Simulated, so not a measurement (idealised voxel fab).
process module | voxel wiring stack
cross-section cut | 205 nm wide | cells 5 nm
A cross-section is a grid of square cells, given in bands from the top down. A band is one or more rows of cells.
Each band's line starts with the height of the band's top and of its bottom, in nm. Then come its materials from left to right, each with its width in nm. One material with "throughout" fills the band from edge to edge. "air" is empty space.
Height 0 is the level under which the wafer as received is all one material. The lowest band goes on downwards, as in "0 down".
A width such as "30 to 40" changes by the same amount from each row of cells to the next, from the band's top row to its bottom row.
"no change" after a step means that no cell of the cross-section changed.
closed voids: empty space of 8 cells or more with no open way to the top, each as width x height at its distance from the left edge, in nm
after a step's settings: what the simulator itself notes on the step
overlay nm, on a step with a mask: how far to the right of its planned place the mask lay; to the left if negative
plan
1 op RECEIVE | material Si
2 op CONFORMAL_DEP | material SiO2 | thk nm 10
3 op DIRECTIONAL_DEP | material TiN | thk nm 5
4 op DIRECTIONAL_DEP | material Ru | thk nm 15
5 op DIRECTIONAL_DEP | material aC | thk nm 15
6 op PATTERN | tone cover | mask id METAL_1 | material resist | width nm 30 | pitch nm 60 | thk nm 35 | overlay nm 0
7 op DIRECTIONAL_ETCH | etch materials aC | depth nm 15
8 op STRIP | etch materials resist
9 op DIRECTIONAL_ETCH | etch materials Ru | depth nm 15
10 op DIRECTIONAL_ETCH | etch materials TiN | depth nm 5
11 op STRIP | etch materials aC
12 op FILL_DEP | material lowk | thk nm 5
13 op CMP | height nm 30
14 op CONFORMAL_DEP | material SiCN | thk nm 5
15 op DIRECTIONAL_DEP | material lowk | thk nm 25
16 op PATTERN | tone open | mask id METAL_2 | material resist | width nm 30 | pitch nm 60 | thk nm 20 | overlay nm 0
17 op DIRECTIONAL_ETCH | etch materials lowk | depth nm 15
18 op STRIP | etch materials resist
19 op PATTERN | tone open | mask id METAL_2_HOLES | material resist | width nm 15 | pitch nm 60 | thk nm 20 | overlay nm 0
20 op DIRECTIONAL_ETCH | etch materials lowk | depth nm 10
21 op DIRECTIONAL_ETCH | etch materials SiCN | depth nm 5
22 op STRIP | etch materials resist
23 op CONFORMAL_DEP | material TiN | thk nm 5
24 op FILL_DEP | material Ru | thk nm 5
25 op CMP | height nm 60
26 op CONFORMAL_DEP | material SiCN | thk nm 5
27 op DIRECTIONAL_DEP | material SiO2 | thk nm 10
28 op PATTERN | tone open | mask id PLUG_2 | material resist | width nm 15 | pitch nm 60 | thk nm 20 | overlay nm 0
29 op DIRECTIONAL_ETCH | etch materials SiO2 | depth nm 10
30 op DIRECTIONAL_ETCH | etch materials SiCN | depth nm 5
31 op STRIP | etch materials resist
32 op CONFORMAL_DEP | material TiN | thk nm 5
33 op FILL_DEP | material W | thk nm 5
34 op CMP | height nm 75
35 op CONFORMAL_DEP | material SiN | thk nm 5
36 op DIRECTIONAL_DEP | material lowk | thk nm 20
37 op DIRECTIONAL_DEP | material aC | thk nm 15
38 op PATTERN | tone open | mask id METAL_3 | material resist | width nm 30 | pitch nm 60 | thk nm 30 | overlay nm -15
39 op DIRECTIONAL_ETCH | etch materials aC | depth nm 15
40 op STRIP | etch materials resist
41 op DIRECTIONAL_ETCH | etch materials lowk | depth nm 20
42 op DIRECTIONAL_ETCH | etch materials SiN | depth nm 5
43 op STRIP | etch materials aC
44 op CONFORMAL_DEP | material TiN | thk nm 5
45 op FILL_DEP | material Ru | thk nm 5
46 op CMP | height nm 100
47 op CONFORMAL_DEP | material SiN | thk nm 5
varied across the wafers: overlay nm of step 38. The plan shows the first wafer's value. All wafers start alike
first wafer as received, after step 1
  0 down: Si throughout
  closed voids: none
each wafer at the end: cells of each material gained (+) or lost (-) since it was received, then its closed voids
overlay nm -15 | +90 Ru | +70 SiCN | +70 SiN | +152 SiO2 | +86 TiN | +4 W | +389 lowk | closed voids: none
overlay nm -10 | +90 Ru | +70 SiCN | +70 SiN | +152 SiO2 | +86 TiN | +4 W | +389 lowk | closed voids: none
overlay nm -5 | +90 Ru | +70 SiCN | +70 SiN | +152 SiO2 | +86 TiN | +4 W | +389 lowk | closed voids: none
overlay nm 0 | +90 Ru | +70 SiCN | +70 SiN | +152 SiO2 | +86 TiN | +4 W | +389 lowk | closed voids: none
overlay nm 5 | +90 Ru | +70 SiCN | +70 SiN | +152 SiO2 | +86 TiN | +4 W | +389 lowk | closed voids: none
overlay nm 10 | +90 Ru | +70 SiCN | +70 SiN | +152 SiO2 | +86 TiN | +4 W | +389 lowk | closed voids: none
overlay nm 15 | +90 Ru | +70 SiCN | +70 SiN | +152 SiO2 | +86 TiN | +4 W | +389 lowk | closed voids: none
